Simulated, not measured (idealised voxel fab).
A process module follows: voxel transistor to metal.
The width of the displayed cross-section, cut, is 175 nm; its cells are square, with a size of 5 nm.
Cross-sections here: square-cell grids, written as top-down lists of bands, a band being one or more rows of cells.
Within each band entry, the heights of the top and of the bottom of the band appear first, in that order and in nm; the materials of the band then follow from left to right, each with its corresponding width in nm. The designation "edge to edge" on a single material indicates that it fills the band from edge to edge; the designation "blank" indicates empty space.
Counting heights begins at 0, where everything beneath is, in the wafer as received, one material. The lowest band has no bottom; it goes on downwards, as "0..down" shows.
The expression "30 to 40" gives the width at the extremes of the band, the first number at its top row of cells and the second at its bottom row, with the width changing by equal amounts from each row to the next in between.
The designation "no change occurred", where it is given for a processing step, indicates that no cell of the cross-section was altered in the course of that step.
Entry "Fully sealed cavities" = empty spaces >= 8 cells with no open way to the top; each as width x height at distance, distance from left edge, all nm.
Where a step's line continues beyond its settings, the continuation is a remark by the simulator itself on that step.
overlay nm: step with mask; distance mask lay right of planned place; negative value = left of planned place.
Note on reading: below, each pair holds a cross-section from before one process step and one from after it; the one from after shows only down to the lowest band that changed. Beneath the pair, the step in between is stated along with its settings. The pairs can stem from different runs of this module on the same starting wafer. Where a pair's entry headed "Pre-process cross-section" says so, and only there, that pair continues from the pair above it.
-- Pre-process cross-section
	85..70  30 nm lowk, then 5 nm TiN, then 10 nm Cu, then 5 nm TiN, then 75 nm lowk, then 5 nm TiN, then 10 nm Cu, then 5 nm TiN, then 30 nm lowk
	70..65  30 nm lowk, then 5 nm TiN, then 5 nm Cu, then 10 nm TiN, then 75 nm lowk, then 5 nm TiN, then 5 nm Cu, then 10 nm TiN, then 30 nm lowk
	65..55  30 nm lowk, then 5 nm TiN, then 5 nm Cu, then 5 nm TiN, then 80 nm lowk, then 5 nm TiN, then 5 nm Cu, then 5 nm TiN, then 35 nm lowk
	55..50  30 nm SiCN, then 15 nm TiN, then 80 nm SiCN, then 15 nm TiN, then 35 nm SiCN
	50..30  30 nm SiO2, then 20 nm Ru, then 75 nm SiO2, then 20 nm Ru, then 30 nm SiO2
	30..25  30 nm SiO2, then 20 nm TiN, then 75 nm SiO2, then 20 nm TiN, then 30 nm SiO2
	25..15  30 nm SiO2, then 5 nm TiN, then 10 nm Ru, then 5 nm TiN, then 75 nm SiO2, then 5 nm TiN, then 10 nm Ru, then 5 nm TiN, then 30 nm SiO2
	15..5  30 nm SiO2, then 5 nm TiN, then 10 nm Ru, then 5 nm TiN, then 15 nm SiO2, then 5 nm SiN, then 5 nm HfO2, then 5 nm TiN, then 25 nm W, then 5 nm TiN, then 5 nm HfO2, then 5 nm SiN, then 5 nm SiO2, then 5 nm TiN, then 10 nm Ru, then 5 nm TiN, then 30 nm SiO2
	5..0  20 nm SiO2, then 5 nm SiN, then 5 nm SiO2, then 10 nm TiN, then 5 nm Ru, then 5 nm TiN, then 15 nm SiO2, then 5 nm SiN, then 5 nm HfO2, then 5 nm TiN, then 25 nm W, then 5 nm TiN, then 5 nm HfO2, then 5 nm SiN, then 5 nm SiO2, then 20 nm TiN, then 5 nm SiO2, then 5 nm SiN, then 20 nm SiO2
	0..-5  20 nm SiO2, then 5 nm SiN, then 10 nm SiGe, then 15 nm TiN, then 5 nm SiO2, then 10 nm SiGe, then 5 nm SiN, then 5 nm HfO2, then 35 nm TiN, then 5 nm HfO2, then 5 nm SiN, then 10 nm SiGe, then 10 nm TiN, then 10 nm SiGe, then 5 nm SiN, then 20 nm SiO2
	-5..-10  25 nm SiO2, then 40 nm SiGe, then 5 nm SiO2, then 45 nm HfO2, then 5 nm SiO2, then 30 nm SiGe, then 25 nm SiO2
	-10..-15  20 nm SiO2, then 5 nm Si, then 40 nm SiGe, then 55 nm Si, then 30 nm SiGe, then 5 nm Si, then 20 nm SiO2
	-15..-35  20 nm SiO2, then 135 nm Si, then 20 nm SiO2
	-35..down  Si edge to edge
	Fully sealed cavities: none
-- As Processed
	90..85  SiN edge to edge
	Below 85, no change.
	Fully sealed cavities: none
As a process note, the step between the before and after cross-sections shown above is CONFORMAL_DEP | material SiN | thk nm 5
-- Pre-process cross-section
	90..85  35 nm TiN, then 10 nm blank, then 85 nm TiN, then 10 nm blank, then 35 nm TiN
	85..70  30 nm lowk, then 5 nm TiN, then 10 nm blank, then 5 nm TiN, then 75 nm lowk, then 5 nm TiN, then 10 nm blank, then 5 nm TiN, then 30 nm lowk
	70..65  30 nm lowk, then 5 nm TiN, then 5 nm blank, then 10 nm TiN, then 75 nm lowk, then 5 nm TiN, then 5 nm blank, then 10 nm TiN, then 30 nm lowk
	65..55  30 nm lowk, then 5 nm TiN, then 5 nm blank, then 5 nm TiN, then 80 nm lowk, then 5 nm TiN, then 5 nm blank, then 5 nm TiN, then 35 nm lowk
	55..50  30 nm SiCN, then 15 nm TiN, then 80 nm SiCN, then 15 nm TiN, then 35 nm SiCN
	50..30  30 nm SiO2, then 20 nm Ru, then 75 nm SiO2, then 20 nm Ru, then 30 nm SiO2
	30..25  30 nm SiO2, then 20 nm TiN, then 75 nm SiO2, then 20 nm TiN, then 30 nm SiO2
	25..15  30 nm SiO2, then 5 nm TiN, then 10 nm Ru, then 5 nm TiN, then 75 nm SiO2, then 5 nm TiN, then 10 nm Ru, then 5 nm TiN, then 30 nm SiO2
	15..5  30 nm SiO2, then 5 nm TiN, then 10 nm Ru, then 5 nm TiN, then 10 nm SiO2, then 5 nm SiN, then 5 nm HfO2, then 5 nm TiN, then 25 nm W, then 5 nm TiN, then 5 nm HfO2, then 5 nm SiN, then 10 nm SiO2, then 5 nm TiN, then 10 nm Ru, then 5 nm TiN, then 30 nm SiO2
	5..0  20 nm SiO2, then 5 nm SiN, then 5 nm SiO2, then 10 nm TiN, then 5 nm Ru, then 5 nm TiN, then 10 nm SiO2, then 5 nm SiN, then 5 nm HfO2, then 5 nm TiN, then 25 nm W, then 5 nm TiN, then 5 nm HfO2, then 5 nm SiN, then 10 nm SiO2, then 5 nm TiN, then 5 nm Ru, then 10 nm TiN, then 5 nm SiO2, then 5 nm SiN, then 20 nm SiO2
	0..-5  20 nm SiO2, then 5 nm SiN, then 10 nm SiGe, then 15 nm TiN, then 10 nm SiGe, then 5 nm SiN, then 5 nm HfO2, then 35 nm TiN, then 5 nm HfO2, then 5 nm SiN, then 10 nm SiGe, then 15 nm TiN, then 10 nm SiGe, then 5 nm SiN, then 20 nm SiO2
	-5..-10  25 nm SiO2, then 35 nm SiGe, then 5 nm SiO2, then 45 nm HfO2, then 5 nm SiO2, then 35 nm SiGe, then 25 nm SiO2
	-10..-15  20 nm SiO2, then 5 nm Si, then 35 nm SiGe, then 55 nm Si, then 35 nm SiGe, then 5 nm Si, then 20 nm SiO2
	-15..-35  20 nm SiO2, then 135 nm Si, then 20 nm SiO2
	-35..down  Si edge to edge
	Fully sealed cavities: none
-- As Processed
	95..90  SiN edge to edge
	90..85  35 nm TiN, then 10 nm SiN, then 85 nm TiN, then 10 nm SiN, then 35 nm TiN
	85..70  30 nm lowk, then 5 nm TiN, then 10 nm SiN, then 5 nm TiN, then 75 nm lowk, then 5 nm TiN, then 10 nm SiN, then 5 nm TiN, then 30 nm lowk
	70..65  30 nm lowk, then 5 nm TiN, then 5 nm SiN, then 10 nm TiN, then 75 nm lowk, then 5 nm TiN, then 5 nm SiN, then 10 nm TiN, then 30 nm lowk
	65..55  30 nm lowk, then 5 nm TiN, then 5 nm SiN, then 5 nm TiN, then 80 nm lowk, then 5 nm TiN, then 5 nm SiN, then 5 nm TiN, then 35 nm lowk
	Below 55, no change.
	Fully sealed cavities: none
As a process note, the step between the before and after cross-sections shown above is FILL_DEP | material SiN | thk nm 5
Pre-process cross-section: equal to the after panel directly above.
-- As Processed
	85..70  30 nm lowk, then 5 nm TiN, then 10 nm SiN, then 5 nm TiN, then 75 nm lowk, then 5 nm TiN, then 10 nm SiN, then 5 nm TiN, then 30 nm lowk
	Below 70, no change.
	Fully sealed cavities: none
As a process note, the step between the before and after cross-sections shown above is CMP | height nm 85
Pre-process cross-section: equal to the after panel directly above.
-- As Processed
	90..85  SiN edge to edge
	Below 85, no change.
	Fully sealed cavities: none
As a process note, the step between the before and after cross-sections shown above is CONFORMAL_DEP | material SiN | thk nm 5
-- Pre-process cross-section
	60..50  aC edge to edge
	50..30  Ru edge to edge
	30..25  TiN edge to edge
	25..15  30 nm SiO2, then 5 nm TiN, then 10 nm Ru, then 5 nm TiN, then 75 nm SiO2, then 5 nm TiN, then 10 nm Ru, then 5 nm TiN, then 30 nm SiO2
	15..5  30 nm SiO2, then 5 nm TiN, then 10 nm Ru, then 5 nm TiN, then 10 nm SiO2, then 5 nm SiN, then 5 nm HfO2, then 5 nm TiN, then 25 nm W, then 5 nm TiN, then 5 nm HfO2, then 5 nm SiN, then 10 nm SiO2, then 5 nm TiN, then 10 nm Ru, then 5 nm TiN, then 30 nm SiO2
	5..0  20 nm SiO2, then 5 nm SiN, then 5 nm SiO2, then 10 nm TiN, then 5 nm Ru, then 5 nm TiN, then 10 nm SiO2, then 5 nm SiN, then 5 nm HfO2, then 5 nm TiN, then 25 nm W, then 5 nm TiN, then 5 nm HfO2, then 5 nm SiN, then 10 nm SiO2, then 5 nm TiN, then 5 nm Ru, then 10 nm TiN, then 5 nm SiO2, then 5 nm SiN, then 20 nm SiO2
	0..-5  20 nm SiO2, then 5 nm SiN, then 10 nm SiGe, then 15 nm TiN, then 10 nm SiGe, then 5 nm SiN, then 5 nm HfO2, then 35 nm TiN, then 5 nm HfO2, then 5 nm SiN, then 10 nm SiGe, then 15 nm TiN, then 10 nm SiGe, then 5 nm SiN, then 20 nm SiO2
	-5..-10  25 nm SiO2, then 35 nm SiGe, then 5 nm SiO2, then 45 nm HfO2, then 5 nm SiO2, then 35 nm SiGe, then 25 nm SiO2
	-10..-15  20 nm SiO2, then 5 nm Si, then 35 nm SiGe, then 55 nm Si, then 35 nm SiGe, then 5 nm Si, then 20 nm SiO2
	-15..-35  20 nm SiO2, then 135 nm Si, then 20 nm SiO2
	-35..down  Si edge to edge
	Fully sealed cavities: none
-- As Processed
	90..60  30 nm resist, then 20 nm blank, then 75 nm resist, then 20 nm blank, then 30 nm resist
	Below 60, no change.
	Fully sealed cavities: none
As a process note, the step between the before and after cross-sections shown above is PATTERN | tone open | mask id METAL_1 | material resist | width nm 20 | pitch nm 95 | thk nm 30 | overlay nm 0
Pre-process cross-section: equal to the after panel directly above.
-- As Processed
	80..60  30 nm resist, then 20 nm blank, then 75 nm resist, then 20 nm blank, then 30 nm resist
	60..50  30 nm aC, then 20 nm blank, then 75 nm aC, then 20 nm blank, then 30 nm aC
	Below 50, no change.
	Fully sealed cavities: none
As a process note, the step between the before and after cross-sections shown above is DIRECTIONAL_ETCH | etch materials aC | depth nm 10
Pre-process cross-section: equal to the after panel directly above.
-- As Processed
	60..50  30 nm aC, then 20 nm blank, then 75 nm aC, then 20 nm blank, then 30 nm aC
	Below 50, no change.
	Fully sealed cavities: none
As a process note, the step between the before and after cross-sections shown above is STRIP | etch materials resist
Pre-process cross-section: equal to the after panel directly above.
-- As Processed
	60..50  30 nm aC, then 20 nm blank, then 75 nm aC, then 20 nm blank, then 30 nm aC
	50..30  30 nm Ru, then 20 nm blank, then 75 nm Ru, then 20 nm blank, then 30 nm Ru
	Below 30, no change.
	Fully sealed cavities: none
As a process note, the step between the before and after cross-sections shown above is DIRECTIONAL_ETCH | etch materials Ru | depth nm 20
Pre-process cross-section: equal to the after panel directly above.
-- As Processed
	60..50  30 nm aC, then 20 nm blank, then 75 nm aC, then 20 nm blank, then 30 nm aC
	50..30  30 nm Ru, then 20 nm blank, then 75 nm Ru, then 20 nm blank, then 30 nm Ru
	30..25  30 nm TiN, then 20 nm blank, then 75 nm TiN, then 20 nm blank, then 30 nm TiN
	Below 25, no change.
	Fully sealed cavities: none
As a process note, the step between the before and after cross-sections shown above is DIRECTIONAL_ETCH | etch materials TiN | depth nm 5
Pre-process cross-section: equal to the after panel directly above.
-- As Processed
	50..30  30 nm Ru, then 20 nm blank, then 75 nm Ru, then 20 nm blank, then 30 nm Ru
	Below 30, no change.
	Fully sealed cavities: none
As a process note, the step between the before and after cross-sections shown above is STRIP | etch materials aC
Pre-process cross-section: equal to the after panel directly above.
-- As Processed
	55..50  SiO2 edge to edge
	50..30  30 nm Ru, then 20 nm SiO2, then 75 nm Ru, then 20 nm SiO2, then 30 nm Ru
	30..25  30 nm TiN, then 20 nm SiO2, then 75 nm TiN, then 20 nm SiO2, then 30 nm TiN
	Below 25, no change.
	Fully sealed cavities: none
As a process note, the step between the before and after cross-sections shown above is FILL_DEP | material SiO2 | thk nm 5
Pre-process cross-section: equal to the after panel directly above.
-- As Processed
	50..30  30 nm Ru, then 20 nm SiO2, then 75 nm Ru, then 20 nm SiO2, then 30 nm Ru
	Below 30, no change.
	Fully sealed cavities: none
As a process note, the step between the before and after cross-sections shown above is CMP | height nm 50
Pre-process cross-section: equal to the after panel directly above.
-- As Processed
	55..50  SiCN edge to edge
	Below 50, no change.
	Fully sealed cavities: none
As a process note, the step between the before and after cross-sections shown above is CONFORMAL_DEP | material SiCN | thk nm 5
Pre-process cross-section: equal to the after panel directly above.
-- As Processed
	85..55  lowk edge to edge
	Below 55, no change.
	Fully sealed cavities: none
As a process note, the step between the before and after cross-sections shown above is DIRECTIONAL_DEP | material lowk | thk nm 30
Pre-process cross-section: equal to the after panel directly above.
-- As Processed
	85..65  30 nm lowk, then 20 nm blank, then 75 nm lowk, then 20 nm blank, then 30 nm lowk
	Below 65, no change.
	Fully sealed cavities: none
As a process note, the step between the before and after cross-sections shown above is MASKED_ETCH | tone open | mask id METAL_2 | width nm 20 | pitch nm 95 | etch materials lowk | depth nm 20 | overlay nm 0
Pre-process cross-section: equal to the after panel directly above.
-- As Processed
	100..85  30 nm resist, then 15 nm blank, then 80 nm resist, then 15 nm blank, then 35 nm resist
	85..65  30 nm lowk, then 15 nm blank, then 5 nm resist, then 75 nm lowk, then 15 nm blank, then 5 nm resist, then 30 nm lowk
	Below 65, no change.
	Fully sealed cavities: none
As a process note, the step between the before and after cross-sections shown above is PATTERN | tone open | mask id METAL_2_HOLES | material resist | width nm 15 | pitch nm 95 | thk nm 15 | overlay nm 0
Pre-process cross-section: equal to the after panel directly above.
-- As Processed
	100..85  30 nm resist, then 15 nm blank, then 80 nm resist, then 15 nm blank, then 35 nm resist
	85..65  30 nm lowk, then 15 nm blank, then 5 nm resist, then 75 nm lowk, then 15 nm blank, then 5 nm resist, then 30 nm lowk
	65..55  30 nm lowk, then 15 nm blank, then 80 nm lowk, then 15 nm blank, then 35 nm lowk
	Below 55, no change.
	Fully sealed cavities: none
As a process note, the step between the before and after cross-sections shown above is DIRECTIONAL_ETCH | etch materials lowk | depth nm 10
Pre-process cross-section: equal to the after panel directly above.
-- As Processed
	100..85  30 nm resist, then 15 nm blank, then 80 nm resist, then 15 nm blank, then 35 nm resist
	85..65  30 nm lowk, then 15 nm blank, then 5 nm resist, then 75 nm lowk, then 15 nm blank, then 5 nm resist, then 30 nm lowk
	65..55  30 nm lowk, then 15 nm blank, then 80 nm lowk, then 15 nm blank, then 35 nm lowk
	55..50  30 nm SiCN, then 15 nm blank, then 80 nm SiCN, then 15 nm blank, then 35 nm SiCN
	Below 50, no change.
	Fully sealed cavities: none
As a process note, the step between the before and after cross-sections shown above is DIRECTIONAL_ETCH | etch materials SiCN | depth nm 5
Pre-process cross-section: equal to the after panel directly above.
-- As Processed
	85..65  30 nm lowk, then 20 nm blank, then 75 nm lowk, then 20 nm blank, then 30 nm lowk
	Below 65, no change.
	Fully sealed cavities: none
As a process note, the step between the before and after cross-sections shown above is STRIP | etch materials resist
Pre-process cross-section: equal to the after panel directly above.
-- As Processed
	90..85  35 nm TiN, then 10 nm blank, then 85 nm TiN, then 10 nm blank, then 35 nm TiN
	85..70  30 nm lowk, then 5 nm TiN, then 10 nm blank, then 5 nm TiN, then 75 nm lowk, then 5 nm TiN, then 10 nm blank, then 5 nm TiN, then 30 nm lowk
	70..65  30 nm lowk, then 5 nm TiN, then 5 nm blank, then 10 nm TiN, then 75 nm lowk, then 5 nm TiN, then 5 nm blank, then 10 nm TiN, then 30 nm lowk
	65..55  30 nm lowk, then 5 nm TiN, then 5 nm blank, then 5 nm TiN, then 80 nm lowk, then 5 nm TiN, then 5 nm blank, then 5 nm TiN, then 35 nm lowk
	55..50  30 nm SiCN, then 15 nm TiN, then 80 nm SiCN, then 15 nm TiN, then 35 nm SiCN
	Below 50, no change.
	Fully sealed cavities: none
As a process note, the step between the before and after cross-sections shown above is CONFORMAL_DEP | material TiN | thk nm 5
Pre-process cross-section: equal to the after panel directly above.
-- As Processed
	95..90  Cu edge to edge
	90..85  35 nm TiN, then 10 nm Cu, then 85 nm TiN, then 10 nm Cu, then 35 nm TiN
	85..70  30 nm lowk, then 5 nm TiN, then 10 nm Cu, then 5 nm TiN, then 75 nm lowk, then 5 nm TiN, then 10 nm Cu, then 5 nm TiN, then 30 nm lowk
	70..65  30 nm lowk, then 5 nm TiN, then 5 nm Cu, then 10 nm TiN, then 75 nm lowk, then 5 nm TiN, then 5 nm Cu, then 10 nm TiN, then 30 nm lowk
	65..55  30 nm lowk, then 5 nm TiN, then 5 nm Cu, then 5 nm TiN, then 80 nm lowk, then 5 nm TiN, then 5 nm Cu, then 5 nm TiN, then 35 nm lowk
	Below 55, no change.
	Fully sealed cavities: none
As a process note, the step between the before and after cross-sections shown above is FILL_DEP | material Cu | thk nm 5
Pre-process cross-section: equal to the after panel directly above.
-- As Processed
	85..70  30 nm lowk, then 5 nm TiN, then 10 nm Cu, then 5 nm TiN, then 75 nm lowk, then 5 nm TiN, then 10 nm Cu, then 5 nm TiN, then 30 nm lowk
	Below 70, no change.
	Fully sealed cavities: none
As a process note, the step between the before and after cross-sections shown above is CMP | height nm 85
Pre-process cross-section: equal to the after panel directly above.
-- As Processed
	90..85  SiN edge to edge
	Below 85, no change.
	Fully sealed cavities: none
As a process note, the step between the before and after cross-sections shown above is CONFORMAL_DEP | material SiN | thk nm 5
